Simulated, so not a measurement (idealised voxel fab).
process module | voxel transistor to metal
cross-section cut | 150 nm wide | cells 5 nm
A cross-section is a grid of square cells, given in bands from the top down. A band is one or more rows of cells.
Each band's line starts with the height of the band's top and of its bottom, in nm. Then come its materials from left to right, each with its width in nm. One material with "throughout" fills the band from edge to edge. "air" is empty space.
Height 0 is the level under which the wafer as received is all one material. The lowest band goes on downwards, as in "0 down".
A width such as "30 to 40" changes by the same amount from each row of cells to the next, from the band's top row to its bottom row.
"no change" after a step means that no cell of the cross-section changed.
closed voids: empty space of 8 cells or more with no open way to the top, each as width x height at its distance from the left edge, in nm
after a step's settings: what the simulator itself notes on the step
overlay nm, on a step with a mask: how far to the right of its planned place the mask lay; to the left if negative
Each pair below shows a cross-section before one step and the cross-section after it, down to the lowest band that changed. The line under each pair gives the step between them, with its settings. The pairs can come from different runs of this module on the same starting wafer, so a pair continues from the pair above only where its "before" says so.
before
  60 to 40: lowk 15 | SiN 5 | W 15 | SiN 5 | lowk 65 | SiN 5 | W 15 | SiN 5 | lowk 20
  40 to 35: SiN 20 | TiN 15 | SiN 75 | TiN 15 | SiN 25
  35 to 25: SiO2 20 | TiN 5 | Ru 5 | TiN 5 | SiO2 75 | TiN 5 | Ru 5 | TiN 5 | SiO2 25
  25 to 15: SiO2 20 | TiN 5 | Ru 5 | TiN 5 | SiO2 10 | SiN 10 | HfO2 5 | TiN 5 | W 15 | TiN 5 | HfO2 5 | SiN 10 | SiO2 10 | TiN 5 | Ru 5 | TiN 5 | SiO2 25
  15 to 10: SiO2 20 | TiN 15 | SiO2 10 | SiN 10 | HfO2 5 | TiN 5 | W 15 | TiN 5 | HfO2 5 | SiN 10 | SiO2 10 | TiN 15 | SiO2 25
  10 to 5: SiO2 15 | pSi 30 | SiN 10 | HfO2 5 | TiN 5 | W 15 | TiN 5 | HfO2 5 | SiN 10 | pSi 30 | SiO2 20
  5 to 0: SiO2 10 | SiN 10 | pSi 25 | SiN 10 | HfO2 5 | TiN 25 | HfO2 5 | SiN 10 | pSi 25 | SiN 10 | SiO2 15
  0 to -5: SiO2 20 | pSi 25 | SiO2 5 | HfO2 45 | SiO2 5 | pSi 25 | SiO2 25
  -5 to -20: SiO2 15 | Si 5 | pSi 25 | Si 55 | pSi 25 | Si 5 | SiO2 20
  -20 to -35: SiO2 15 | Si 115 | SiO2 20
  -35 down: Si throughout
  closed voids: none
after
  85 to 60: lowk throughout
  below 60: unchanged
  closed voids: none
the step between: op DIRECTIONAL_DEP | material lowk | thk nm 25
before: the cross-section after the pair above
after
  90 to 85: SiCN throughout
  below 85: unchanged
  closed voids: none
the step between: op CONFORMAL_DEP | material SiCN | thk nm 5
before: the cross-section after the pair above
after
  90 to 85: SiCN 20 | air 15 | SiCN 75 | air 15 | SiCN 25
  below 85: unchanged
  closed voids: none
the step between: op MASKED_ETCH | tone open | mask id METAL_2_HOLES | width nm 15 | pitch nm 90 | etch materials SiCN | depth nm 5 | overlay nm 0
before: the cross-section after the pair above
after
  95 to 90: TiN 25 | air 5 | TiN 85 | air 5 | TiN 30
  90 to 85: SiCN 20 | TiN 15 | SiCN 75 | TiN 15 | SiCN 25
  below 85: unchanged
  closed voids: none
the step between: op CONFORMAL_DEP | material TiN | thk nm 5
before: the cross-section after the pair above
after
  100 to 95: Ru throughout
  95 to 90: TiN 25 | Ru 5 | TiN 85 | Ru 5 | TiN 30
  below 90: unchanged
  closed voids: none
the step between: op FILL_DEP | material Ru | thk nm 5
before: the cross-section after the pair above
after
  90 to 85: SiCN 20 | TiN 15 | SiCN 75 | TiN 15 | SiCN 25
  below 85: unchanged
  closed voids: none
the step between: op CMP | height nm 90
before: the cross-section after the pair above
after
  95 to 90: SiCN throughout
  below 90: unchanged
  closed voids: none
the step between: op CONFORMAL_DEP | material SiCN | thk nm 5
before
  65 to 60: SiCN throughout
  60 to 40: lowk 15 | SiN 5 | W 15 | SiN 5 | lowk 65 | SiN 5 | W 15 | SiN 5 | lowk 20
  40 to 35: SiN 20 | TiN 15 | SiN 75 | TiN 15 | SiN 25
  35 to 25: SiO2 20 | TiN 5 | Ru 5 | TiN 5 | SiO2 75 | TiN 5 | Ru 5 | TiN 5 | SiO2 25
  25 to 15: SiO2 20 | TiN 5 | Ru 5 | TiN 5 | SiO2 10 | SiN 10 | HfO2 5 | TiN 5 | W 15 | TiN 5 | HfO2 5 | SiN 10 | SiO2 10 | TiN 5 | Ru 5 | TiN 5 | SiO2 25
  15 to 10: SiO2 20 | TiN 15 | SiO2 10 | SiN 10 | HfO2 5 | TiN 5 | W 15 | TiN 5 | HfO2 5 | SiN 10 | SiO2 10 | TiN 15 | SiO2 25
  10 to 5: SiO2 15 | pSi 30 | SiN 10 | HfO2 5 | TiN 5 | W 15 | TiN 5 | HfO2 5 | SiN 10 | pSi 30 | SiO2 20
  5 to 0: SiO2 10 | SiN 10 | pSi 25 | SiN 10 | HfO2 5 | TiN 25 | HfO2 5 | SiN 10 | pSi 25 | SiN 10 | SiO2 15
  0 to -5: SiO2 20 | pSi 25 | SiO2 5 | HfO2 45 | SiO2 5 | pSi 25 | SiO2 25
  -5 to -20: SiO2 15 | Si 5 | pSi 25 | Si 55 | pSi 25 | Si 5 | SiO2 20
  -20 to -35: SiO2 15 | Si 115 | SiO2 20
  -35 down: Si throughout
  closed voids: none
after
  80 to 65: lowk throughout
  below 65: unchanged
  closed voids: none
the step between: op DIRECTIONAL_DEP | material lowk | thk nm 15
before: the cross-section after the pair above
after
  80 to 65: lowk 20 | air 15 | lowk 75 | air 15 | lowk 25
  below 65: unchanged
  closed voids: none
the step between: op MASKED_ETCH | tone open | mask id METAL_2 | width nm 15 | pitch nm 90 | etch materials lowk | depth nm 15 | overlay nm 0
before: the cross-section after the pair above
after
  80 to 65: lowk 20 | air 15 | lowk 75 | air 15 | lowk 25
  65 to 60: SiCN 20 | air 15 | SiCN 75 | air 15 | SiCN 25
  below 60: unchanged
  closed voids: none
the step between: op MASKED_ETCH | tone open | mask id METAL_2_HOLES | width nm 15 | pitch nm 90 | etch materials SiCN | depth nm 5 | overlay nm 0
before: the cross-section after the pair above
after
  85 to 80: TiN 25 | air 5 | TiN 85 | air 5 | TiN 30
  80 to 65: lowk 20 | TiN 5 | air 5 | TiN 5 | lowk 75 | TiN 5 | air 5 | TiN 5 | lowk 25
  65 to 60: SiCN 20 | TiN 15 | SiCN 75 | TiN 15 | SiCN 25
  below 60: unchanged
  closed voids: none
the step between: op CONFORMAL_DEP | material TiN | thk nm 5
before: the cross-section after the pair above
after
  90 to 85: Ru throughout
  85 to 80: TiN 25 | Ru 5 | TiN 85 | Ru 5 | TiN 30
  80 to 65: lowk 20 | TiN 5 | Ru 5 | TiN 5 | lowk 75 | TiN 5 | Ru 5 | TiN 5 | lowk 25
  below 65: unchanged
  closed voids: none
the step between: op FILL_DEP | material Ru | thk nm 5
before: the cross-section after the pair above
after
  95 to 90: SiCN throughout
  below 90: unchanged
  closed voids: none
the step between: op CONFORMAL_DEP | material SiCN | thk nm 5
before
  50 to 35: aC throughout
  35 to 25: SiO2 throughout
  25 to 10: SiO2 45 | SiN 10 | HfO2 5 | TiN 5 | W 15 | TiN 5 | HfO2 5 | SiN 10 | SiO2 50
  10 to 5: SiO2 15 | pSi 30 | SiN 10 | HfO2 5 | TiN 5 | W 15 | TiN 5 | HfO2 5 | SiN 10 | pSi 30 | SiO2 20
  5 to 0: SiO2 10 | SiN 10 | pSi 25 | SiN 10 | HfO2 5 | TiN 25 | HfO2 5 | SiN 10 | pSi 25 | SiN 10 | SiO2 15
  0 to -5: SiO2 20 | pSi 25 | SiO2 5 | HfO2 45 | SiO2 5 | pSi 25 | SiO2 25
  -5 to -20: SiO2 15 | Si 5 | pSi 25 | Si 55 | pSi 25 | Si 5 | SiO2 20
  -20 to -35: SiO2 15 | Si 115 | SiO2 20
  -35 down: Si throughout
  closed voids: none
after
  85 to 50: resist 15 | air 25 | resist 65 | air 25 | resist 20
  below 50: unchanged
  closed voids: none
the step between: op PATTERN | tone open | mask id CONTACT | material resist | width nm 25 | pitch nm 90 | thk nm 35 | overlay nm 0
before: the cross-section after the pair above
after
  70 to 50: resist 15 | air 25 | resist 65 | air 25 | resist 20
  50 to 35: aC 15 | air 25 | aC 65 | air 25 | aC 20
  below 35: unchanged
  closed voids: none
the step between: op DIRECTIONAL_ETCH | etch materials aC | depth nm 15
before: the cross-section after the pair above
after
  50 to 35: aC 15 | air 25 | aC 65 | air 25 | aC 20
  below 35: unchanged
  closed voids: none
the step between: op STRIP | etch materials resist
before: the cross-section after the pair above
after
  50 to 35: aC 15 | air 25 | aC 65 | air 25 | aC 20
  35 to 25: SiO2 15 | air 25 | SiO2 65 | air 25 | SiO2 20
  25 to 10: SiO2 15 | air 25 | SiO2 5 | SiN 10 | HfO2 5 | TiN 5 | W 15 | TiN 5 | HfO2 5 | SiN 10 | SiO2 5 | air 25 | SiO2 20
  below 10: unchanged
  closed voids: none
the step between: op DIRECTIONAL_ETCH | etch materials SiO2 | depth nm 25
before: the cross-section after the pair above
after
  35 to 25: SiO2 15 | air 25 | SiO2 65 | air 25 | SiO2 20
  below 25: unchanged
  closed voids: none
the step between: op STRIP | etch materials aC
before: the cross-section after the pair above
after
  40 to 35: TiN 20 | air 15 | TiN 75 | air 15 | TiN 25
  35 to 25: SiO2 15 | TiN 5 | air 15 | TiN 5 | SiO2 65 | TiN 5 | air 15 | TiN 5 | SiO2 20
  25 to 15: SiO2 15 | TiN 5 | air 15 | TiN 5 | SiO2 5 | SiN 10 | HfO2 5 | TiN 5 | W 15 | TiN 5 | HfO2 5 | SiN 10 | SiO2 5 | TiN 5 | air 15 | TiN 5 | SiO2 20
  15 to 10: SiO2 15 | TiN 25 | SiO2 5 | SiN 10 | HfO2 5 | TiN 5 | W 15 | TiN 5 | HfO2 5 | SiN 10 | SiO2 5 | TiN 25 | SiO2 20
  below 10: unchanged
  closed voids: none
the step between: op CONFORMAL_DEP | material TiN | thk nm 5
before: the cross-section after the pair above
after
  50 to 40: Ru throughout
  40 to 35: TiN 20 | Ru 15 | TiN 75 | Ru 15 | TiN 25
  35 to 25: SiO2 15 | TiN 5 | Ru 15 | TiN 5 | SiO2 65 | TiN 5 | Ru 15 | TiN 5 | SiO2 20
  25 to 15: SiO2 15 | TiN 5 | Ru 15 | TiN 5 | SiO2 5 | SiN 10 | HfO2 5 | TiN 5 | W 15 | TiN 5 | HfO2 5 | SiN 10 | SiO2 5 | TiN 5 | Ru 15 | TiN 5 | SiO2 20
  below 15: unchanged
  closed voids: none
the step between: op FILL_DEP | material Ru | thk nm 10
before: the cross-section after the pair above
after
  35 to 25: SiO2 15 | TiN 5 | Ru 15 | TiN 5 | SiO2 65 | TiN 5 | Ru 15 | TiN 5 | SiO2 20
  below 25: unchanged
  closed voids: none
the step between: op CMP | height nm 35
before: the cross-section after the pair above
after
  40 to 35: TiN throughout
  below 35: unchanged
  closed voids: none
the step between: op DIRECTIONAL_DEP | material TiN | thk nm 5
before: the cross-section after the pair above
after
  60 to 40: W throughout
  below 40: unchanged
  closed voids: none
the step between: op DIRECTIONAL_DEP | material W | thk nm 20
before: the cross-section after the pair above
after
  80 to 60: air 20 | resist 15 | air 75 | resist 15 | air 25
  below 60: unchanged
  closed voids: none
the step between: op PATTERN | tone cover | mask id METAL_1 | material resist | width nm 15 | pitch nm 90 | thk nm 20 | overlay nm 0
before: the cross-section after the pair above
after
  80 to 60: air 20 | resist 15 | air 75 | resist 15 | air 25
  60 to 40: air 20 | W 15 | air 75 | W 15 | air 25
  below 40: unchanged
  closed voids: none
the step between: op DIRECTIONAL_ETCH | etch materials W | depth nm 20
before: the cross-section after the pair above
after
  80 to 60: air 20 | resist 15 | air 75 | resist 15 | air 25
  60 to 40: air 20 | W 15 | air 75 | W 15 | air 25
  40 to 35: air 20 | TiN 15 | air 75 | TiN 15 | air 25
  below 35: unchanged
  closed voids: none
the step between: op DIRECTIONAL_ETCH | etch materials TiN | depth nm 5
before: the cross-section after the pair above
after
  60 to 40: air 20 | W 15 | air 75 | W 15 | air 25
  below 40: unchanged
  closed voids: none
the step between: op STRIP | etch materials resist
before: the cross-section after the pair above
after
  65 to 60: air 15 | SiN 25 | air 65 | SiN 25 | air 20
  60 to 40: air 15 | SiN 5 | W 15 | SiN 5 | air 65 | SiN 5 | W 15 | SiN 5 | air 20
  40 to 35: SiN 20 | TiN 15 | SiN 75 | TiN 15 | SiN 25
  below 35: unchanged
  closed voids: none
the step between: op CONFORMAL_DEP | material SiN | thk nm 5
before: the cross-section after the pair above
after
  75 to 65: lowk throughout
  65 to 60: lowk 15 | SiN 25 | lowk 65 | SiN 25 | lowk 20
  60 to 40: lowk 15 | SiN 5 | W 15 | SiN 5 | lowk 65 | SiN 5 | W 15 | SiN 5 | lowk 20
  below 40: unchanged
  closed voids: none
the step between: op FILL_DEP | material lowk | thk nm 10
before: the cross-section after the pair above
after
  60 to 40: lowk 15 | SiN 5 | W 15 | SiN 5 | lowk 65 | SiN 5 | W 15 | SiN 5 | lowk 20
  below 40: unchanged
  closed voids: none
the step between: op CMP | height nm 60
before: the cross-section after the pair above
after
  65 to 60: SiCN throughout
  below 60: unchanged
  closed voids: none
the step between: op CONFORMAL_DEP | material SiCN | thk nm 5
before: the cross-section after the pair above
after
  90 to 65: lowk throughout
  below 65: unchanged
  closed voids: none
the step between: op DIRECTIONAL_DEP | material lowk | thk nm 25
before: the cross-section after the pair above
after
  90 to 75: lowk 20 | air 15 | lowk 75 | air 15 | lowk 25
  below 75: unchanged
  closed voids: none
the step between: op MASKED_ETCH | tone open | mask id METAL_2 | width nm 15 | pitch nm 90 | etch materials lowk | depth nm 15 | overlay nm 0
before: the cross-section after the pair above
after
  90 to 65: lowk 20 | air 15 | lowk 75 | air 15 | lowk 25
  below 65: unchanged
  closed voids: none
the step between: op MASKED_ETCH | tone open | mask id METAL_2_HOLES | width nm 15 | pitch nm 90 | etch materials lowk | depth nm 10 | overlay nm 0
before: the cross-section after the pair above
after
  90 to 65: lowk 20 | air 15 | lowk 75 | air 15 | lowk 25
  65 to 60: SiCN 20 | air 15 | SiCN 75 | air 15 | SiCN 25
  below 60: unchanged
  closed voids: none
the step between: op MASKED_ETCH | tone open | mask id METAL_2_HOLES | width nm 15 | pitch nm 90 | etch materials SiCN | depth nm 5 | overlay nm 0
before: the cross-section after the pair above
after
  95 to 90: TiN 25 | air 5 | TiN 85 | air 5 | TiN 30
  90 to 65: lowk 20 | TiN 5 | air 5 | TiN 5 | lowk 75 | TiN 5 | air 5 | TiN 5 | lowk 25
  65 to 60: SiCN 20 | TiN 15 | SiCN 75 | TiN 15 | SiCN 25
  below 60: unchanged
  closed voids: none
the step between: op CONFORMAL_DEP | material TiN | thk nm 5
before: the cross-section after the pair above
after
  100 to 95: Ru throughout
  95 to 90: TiN 25 | Ru 5 | TiN 85 | Ru 5 | TiN 30
  90 to 65: lowk 20 | TiN 5 | Ru 5 | TiN 5 | lowk 75 | TiN 5 | Ru 5 | TiN 5 | lowk 25
  below 65: unchanged
  closed voids: none
the step between: op FILL_DEP | material Ru | thk nm 5
before: the cross-section after the pair above
after
  90 to 65: lowk 20 | TiN 5 | Ru 5 | TiN 5 | lowk 75 | TiN 5 | Ru 5 | TiN 5 | lowk 25
  below 65: unchanged
  closed voids: none
the step between: op CMP | height nm 90
before: the cross-section after the pair above
after
  95 to 90: SiCN throughout
  below 90: unchanged
  closed voids: none
the step between: op CONFORMAL_DEP | material SiCN | thk nm 5
before
  65 to 60: aC 10 | air 125 | aC 15
  60 to 50: aC throughout
  50 to 45: SiCN 10 | aC 125 | SiCN 15
  45 to 35: SiCN throughout
  35 to 30: polySi 10 | SiCN 125 | polySi 15
  30 to 5: polySi throughout
  5 to 0: SiO2 10 | polySi 125 | SiO2 15
  0 to -5: SiO2 throughout
  -5 to -35: SiO2 15 | Si 115 | SiO2 20
  -35 down: Si throughout
  closed voids: none
after
  100 to 65: air 65 | resist 35 | air 50
  65 to 60: aC 10 | air 55 | resist 35 | air 35 | aC 15
  below 60: unchanged
  closed voids: none
the step between: op PATTERN | tone cover | mask id GATE | material resist | width nm 35 | thk nm 35 | overlay nm 10
before: the cross-section after the pair above
after
  85 to 60: air 65 | resist 35 | air 50
  60 to 50: air 65 | aC 35 | air 50
  50 to 45: SiCN 10 | air 55 | aC 35 | air 35 | SiCN 15
  below 45: unchanged
  closed voids: none
the step between: op DIRECTIONAL_ETCH | etch materials aC | depth nm 15
before: the cross-section after the pair above
after
  60 to 50: air 65 | aC 35 | air 50
  below 50: unchanged
  closed voids: none
the step between: op STRIP | etch materials resist
before: the cross-section after the pair above
after
  60 to 45: air 65 | aC 35 | air 50
  45 to 35: air 65 | SiCN 35 | air 50
  35 to 30: polySi 10 | air 55 | SiCN 35 | air 35 | polySi 15
  below 30: unchanged
  closed voids: none
the step between: op DIRECTIONAL_ETCH | etch materials SiCN | depth nm 25
before: the cross-section after the pair above
after
  60 to 45: air 65 | aC 35 | air 50
  45 to 30: air 65 | SiCN 35 | air 50
  30 to 5: air 65 | polySi 35 | air 50
  5 to 0: SiO2 10 | air 55 | polySi 35 | air 35 | SiO2 15
  below 0: unchanged
  closed voids: none
the step between: op DIRECTIONAL_ETCH | etch materials polySi | depth nm 40
before: the cross-section after the pair above
after
  45 to 30: air 65 | SiCN 35 | air 50
  below 30: unchanged
  closed voids: none
the step between: op STRIP | etch materials aC
before: the cross-section after the pair above
after
  55 to 45: air 55 | SiN 55 | air 40
  45 to 30: air 55 | SiN 10 | SiCN 35 | SiN 10 | air 40
  30 to 15: air 55 | SiN 10 | polySi 35 | SiN 10 | air 40
  15 to 10: SiN 20 | air 35 | SiN 10 | polySi 35 | SiN 10 | air 15 | SiN 25
  10 to 5: SiN 65 | polySi 35 | SiN 50
  5 to 0: SiO2 10 | SiN 55 | polySi 35 | SiN 35 | SiO2 15
  below 0: unchanged
  closed voids: none
the step between: op CONFORMAL_DEP | material SiN | thk nm 10
before: the cross-section after the pair above
after
  45 to 30: air 55 | SiN 10 | SiCN 35 | SiN 10 | air 40
  30 to 5: air 55 | SiN 10 | polySi 35 | SiN 10 | air 40
  5 to 0: SiO2 10 | SiN 10 | air 35 | SiN 10 | polySi 35 | SiN 10 | air 15 | SiN 10 | SiO2 15
  below 0: unchanged
  closed voids: none
the step between: op DIRECTIONAL_ETCH | etch materials SiN | depth nm 10
before: the cross-section after the pair above
after
  45 to 30: air 55 | SiN 10 | SiCN 35 | SiN 10 | air 40
  30 to 5: air 55 | SiN 10 | polySi 35 | SiN 10 | air 40
  5 to 0: air 10 | SiN 10 | air 35 | SiN 10 | polySi 35 | SiN 10 | air 15 | SiN 10 | air 15
  0 to -5: SiO2 20 | air 35 | SiO2 55 | air 15 | SiO2 25
  below -5: unchanged
  closed voids: none
the step between: op DIRECTIONAL_ETCH | etch materials SiO2 | depth nm 5
before: the cross-section after the pair above
after
  45 to 30: air 55 | SiN 10 | SiCN 35 | SiN 10 | air 40
  30 to 5: air 55 | SiN 10 | polySi 35 | SiN 10 | air 40
  5 to 0: air 10 | SiN 10 | air 35 | SiN 10 | polySi 35 | SiN 10 | air 15 | SiN 10 | air 15
  0 to -5: SiO2 20 | air 35 | SiO2 55 | air 15 | SiO2 25
  -5 to -20: SiO2 15 | Si 5 | air 35 | Si 55 | air 15 | Si 5 | SiO2 20
  below -20: unchanged
  closed voids: none
the step between: op DIRECTIONAL_ETCH | etch materials Si | depth nm 15
before: the cross-section after the pair above
after
  45 to 30: air 55 | SiN 10 | SiCN 35 | SiN 10 | air 40
  30 to 10: air 55 | SiN 10 | polySi 35 | SiN 10 | air 40
  10 to 5: air 15 | pSi 20 | air 5 | pSi 15 | SiN 10 | polySi 35 | SiN 10 | pSi 20 | air 20
  5 to 0: air 10 | SiN 10 | pSi 15 | air 5 | pSi 15 | SiN 10 | polySi 35 | SiN 10 | pSi 15 | SiN 10 | air 15
  0 to -5: SiO2 20 | pSi 15 | air 5 | pSi 15 | SiO2 55 | pSi 15 | SiO2 25
  -5 to -20: SiO2 15 | Si 5 | pSi 35 | Si 55 | pSi 15 | Si 5 | SiO2 20
  below -20: unchanged
  closed voids: none
the step between: op EPI | material pSi | thk nm 15
before: the cross-section after the pair above
after
  50 to 45: SiO2 throughout
  45 to 30: SiO2 55 | SiN 10 | SiCN 35 | SiN 10 | SiO2 40
  30 to 10: SiO2 55 | SiN 10 | polySi 35 | SiN 10 | SiO2 40
  10 to 5: SiO2 15 | pSi 20 | SiO2 5 | pSi 15 | SiN 10 | polySi 35 | SiN 10 | pSi 20 | SiO2 20
  5 to 0: SiO2 10 | SiN 10 | pSi 15 | SiO2 5 | pSi 15 | SiN 10 | polySi 35 | SiN 10 | pSi 15 | SiN 10 | SiO2 15
  0 to -5: SiO2 20 | pSi 15 | SiO2 5 | pSi 15 | SiO2 55 | pSi 15 | SiO2 25
  below -5: unchanged
  closed voids: none
the step between: op FILL_DEP | material SiO2 | thk nm 5
before: the cross-section after the pair above
after
  30 to 10: SiO2 55 | SiN 10 | polySi 35 | SiN 10 | SiO2 40
  below 10: unchanged
  closed voids: none
the step between: op CMP | height nm 30
before: the cross-section after the pair above
after
  30 to 10: SiO2 55 | SiN 10 | air 35 | SiN 10 | SiO2 40
  10 to 5: SiO2 15 | pSi 20 | SiO2 5 | pSi 15 | SiN 10 | air 35 | SiN 10 | pSi 20 | SiO2 20
  5 to 0: SiO2 10 | SiN 10 | pSi 15 | SiO2 5 | pSi 15 | SiN 10 | air 35 | SiN 10 | pSi 15 | SiN 10 | SiO2 15
  below 0: unchanged
  closed voids: none
the step between: op STRIP | etch materials polySi
before: the cross-section after the pair above
after
  30 to 25: air 55 | SiN 10 | air 35 | SiN 10 | air 40
  25 to 10: SiO2 55 | SiN 10 | air 35 | SiN 10 | SiO2 40
  10 to 5: SiO2 15 | pSi 20 | SiO2 5 | pSi 15 | SiN 10 | air 35 | SiN 10 | pSi 20 | SiO2 20
  5 to 0: SiO2 10 | SiN 10 | pSi 15 | SiO2 5 | pSi 15 | SiN 10 | air 35 | SiN 10 | pSi 15 | SiN 10 | SiO2 15
  0 to -5: SiO2 20 | pSi 15 | SiO2 5 | pSi 15 | SiO2 5 | air 45 | SiO2 5 | pSi 15 | SiO2 25
  below -5: unchanged
  closed voids: none
the step between: op SELECTIVE_ETCH | etch materials SiO2 | depth nm 5
before: the cross-section after the pair above
after
  35 to 30: air 50 | HfO2 20 | air 25 | HfO2 20 | air 35
  30 to 25: HfO2 55 | SiN 10 | HfO2 5 | air 25 | HfO2 5 | SiN 10 | HfO2 40
  25 to 10: SiO2 55 | SiN 10 | HfO2 5 | air 25 | HfO2 5 | SiN 10 | SiO2 40
  10 to 5: SiO2 15 | pSi 20 | SiO2 5 | pSi 15 | SiN 10 | HfO2 5 | air 25 | HfO2 5 | SiN 10 | pSi 20 | SiO2 20
  5 to 0: SiO2 10 | SiN 10 | pSi 15 | SiO2 5 | pSi 15 | SiN 10 | HfO2 5 | air 25 | HfO2 5 | SiN 10 | pSi 15 | SiN 10 | SiO2 15
  0 to -5: SiO2 20 | pSi 15 | SiO2 5 | pSi 15 | SiO2 5 | HfO2 45 | SiO2 5 | pSi 15 | SiO2 25
  below -5: unchanged
  closed voids: none
the step between: op CONFORMAL_DEP | material HfO2 | thk nm 5
before: the cross-section after the pair above
after
  40 to 35: air 45 | TiN 30 | air 15 | TiN 30 | air 30
  35 to 30: TiN 50 | HfO2 20 | TiN 5 | air 15 | TiN 5 | HfO2 20 | TiN 35
  30 to 25: HfO2 55 | SiN 10 | HfO2 5 | TiN 5 | air 15 | TiN 5 | HfO2 5 | SiN 10 | HfO2 40
  25 to 10: SiO2 55 | SiN 10 | HfO2 5 | TiN 5 | air 15 | TiN 5 | HfO2 5 | SiN 10 | SiO2 40
  10 to 5: SiO2 15 | pSi 20 | SiO2 5 | pSi 15 | SiN 10 | HfO2 5 | TiN 5 | air 15 | TiN 5 | HfO2 5 | SiN 10 | pSi 20 | SiO2 20
  5 to 0: SiO2 10 | SiN 10 | pSi 15 | SiO2 5 | pSi 15 | SiN 10 | HfO2 5 | TiN 25 | HfO2 5 | SiN 10 | pSi 15 | SiN 10 | SiO2 15
  below 0: unchanged
  closed voids: none
the step between: op CONFORMAL_DEP | material TiN | thk nm 5
before: the cross-section after the pair above
after
  45 to 40: W throughout
  40 to 35: W 45 | TiN 30 | W 15 | TiN 30 | W 30
  35 to 30: TiN 50 | HfO2 20 | TiN 5 | W 15 | TiN 5 | HfO2 20 | TiN 35
  30 to 25: HfO2 55 | SiN 10 | HfO2 5 | TiN 5 | W 15 | TiN 5 | HfO2 5 | SiN 10 | HfO2 40
  25 to 10: SiO2 55 | SiN 10 | HfO2 5 | TiN 5 | W 15 | TiN 5 | HfO2 5 | SiN 10 | SiO2 40
  10 to 5: SiO2 15 | pSi 20 | SiO2 5 | pSi 15 | SiN 10 | HfO2 5 | TiN 5 | W 15 | TiN 5 | HfO2 5 | SiN 10 | pSi 20 | SiO2 20
  below 5: unchanged
  closed voids: none
the step between: op FILL_DEP | material W | thk nm 5
before: the cross-section after the pair above
after
  25 to 10: SiO2 55 | SiN 10 | HfO2 5 | TiN 5 | W 15 | TiN 5 | HfO2 5 | SiN 10 | SiO2 40
  below 10: unchanged
  closed voids: none
the step between: op CMP | height nm 25
before: the cross-section after the pair above
after
  35 to 25: SiO2 throughout
  below 25: unchanged
  closed voids: none
the step between: op DIRECTIONAL_DEP | material SiO2 | thk nm 10
before: the cross-section after the pair above
after
  50 to 35: aC throughout
  below 35: unchanged
  closed voids: none
the step between: op DIRECTIONAL_DEP | material aC | thk nm 15
before: the cross-section after the pair above
after
  85 to 50: resist 20 | air 15 | resist 75 | air 15 | resist 25
  below 50: unchanged
  closed voids: none
the step between: op PATTERN | tone open | mask id CONTACT | material resist | width nm 15 | pitch nm 90 | thk nm 35 | overlay nm 0
before: the cross-section after the pair above
after
  70 to 50: resist 20 | air 15 | resist 75 | air 15 | resist 25
  50 to 35: aC 20 | air 15 | aC 75 | air 15 | aC 25
  below 35: unchanged
  closed voids: none
the step between: op DIRECTIONAL_ETCH | etch materials aC | depth nm 15
before: the cross-section after the pair above
after
  50 to 35: aC 20 | air 15 | aC 75 | air 15 | aC 25
  below 35: unchanged
  closed voids: none
the step between: op STRIP | etch materials resist
before: the cross-section after the pair above
after
  50 to 35: aC 20 | air 15 | aC 75 | air 15 | aC 25
  35 to 25: SiO2 20 | air 15 | SiO2 75 | air 15 | SiO2 25
  25 to 10: SiO2 20 | air 15 | SiO2 20 | SiN 10 | HfO2 5 | TiN 5 | W 15 | TiN 5 | HfO2 5 | SiN 10 | air 15 | SiO2 25
  below 10: unchanged
  closed voids: none
the step between: op DIRECTIONAL_ETCH | etch materials SiO2 | depth nm 25
before: the cross-section after the pair above
after
  35 to 25: SiO2 20 | air 15 | SiO2 75 | air 15 | SiO2 25
  below 25: unchanged
  closed voids: none
the step between: op STRIP | etch materials aC
before: the cross-section after the pair above
after
  40 to 35: TiN 25 | air 5 | TiN 85 | air 5 | TiN 30
  35 to 25: SiO2 20 | TiN 5 | air 5 | TiN 5 | SiO2 75 | TiN 5 | air 5 | TiN 5 | SiO2 25
  25 to 15: SiO2 20 | TiN 5 | air 5 | TiN 5 | SiO2 20 | SiN 10 | HfO2 5 | TiN 5 | W 15 | TiN 5 | HfO2 5 | SiN 10 | TiN 5 | air 5 | TiN 5 | SiO2 25
  15 to 10: SiO2 20 | TiN 15 | SiO2 20 | SiN 10 | HfO2 5 | TiN 5 | W 15 | TiN 5 | HfO2 5 | SiN 10 | TiN 15 | SiO2 25
  below 10: unchanged
  closed voids: none
the step between: op CONFORMAL_DEP | material TiN | thk nm 5
before: the cross-section after the pair above
after
  50 to 40: Ru throughout
  40 to 35: TiN 25 | Ru 5 | TiN 85 | Ru 5 | TiN 30
  35 to 25: SiO2 20 | TiN 5 | Ru 5 | TiN 5 | SiO2 75 | TiN 5 | Ru 5 | TiN 5 | SiO2 25
  25 to 15: SiO2 20 | TiN 5 | Ru 5 | TiN 5 | SiO2 20 | SiN 10 | HfO2 5 | TiN 5 | W 15 | TiN 5 | HfO2 5 | SiN 10 | TiN 5 | Ru 5 | TiN 5 | SiO2 25
  below 15: unchanged
  closed voids: none
the step between: op FILL_DEP | material Ru | thk nm 10
before: the cross-section after the pair above
after
  35 to 25: SiO2 20 | TiN 5 | Ru 5 | TiN 5 | SiO2 75 | TiN 5 | Ru 5 | TiN 5 | SiO2 25
  below 25: unchanged
  closed voids: none
the step between: op CMP | height nm 35
before: the cross-section after the pair above
after
  40 to 35: TiN throughout
  below 35: unchanged
  closed voids: none
the step between: op DIRECTIONAL_DEP | material TiN | thk nm 5
before: the cross-section after the pair above
after
  60 to 40: W throughout
  below 40: unchanged
  closed voids: none
the step between: op DIRECTIONAL_DEP | material W | thk nm 20
before: the cross-section after the pair above
after
  80 to 60: air 20 | resist 15 | air 75 | resist 15 | air 25
  below 60: unchanged
  closed voids: none
the step between: op PATTERN | tone cover | mask id METAL_1 | material resist | width nm 15 | pitch nm 90 | thk nm 20 | overlay nm 0
before: the cross-section after the pair above
after
  80 to 60: air 20 | resist 15 | air 75 | resist 15 | air 25
  60 to 40: air 20 | W 15 | air 75 | W 15 | air 25
  below 40: unchanged
  closed voids: none
the step between: op DIRECTIONAL_ETCH | etch materials W | depth nm 20
before: the cross-section after the pair above
after
  80 to 60: air 20 | resist 15 | air 75 | resist 15 | air 25
  60 to 40: air 20 | W 15 | air 75 | W 15 | air 25
  40 to 35: air 20 | TiN 15 | air 75 | TiN 15 | air 25
  below 35: unchanged
  closed voids: none
the step between: op DIRECTIONAL_ETCH | etch materials TiN | depth nm 5
before: the cross-section after the pair above
after
  60 to 40: air 20 | W 15 | air 75 | W 15 | air 25
  below 40: unchanged
  closed voids: none
the step between: op STRIP | etch materials resist
before: the cross-section after the pair above
after
  65 to 60: air 15 | SiN 25 | air 65 | SiN 25 | air 20
  60 to 40: air 15 | SiN 5 | W 15 | SiN 5 | air 65 | SiN 5 | W 15 | SiN 5 | air 20
  40 to 35: SiN 20 | TiN 15 | SiN 75 | TiN 15 | SiN 25
  below 35: unchanged
  closed voids: none
the step between: op CONFORMAL_DEP | material SiN | thk nm 5
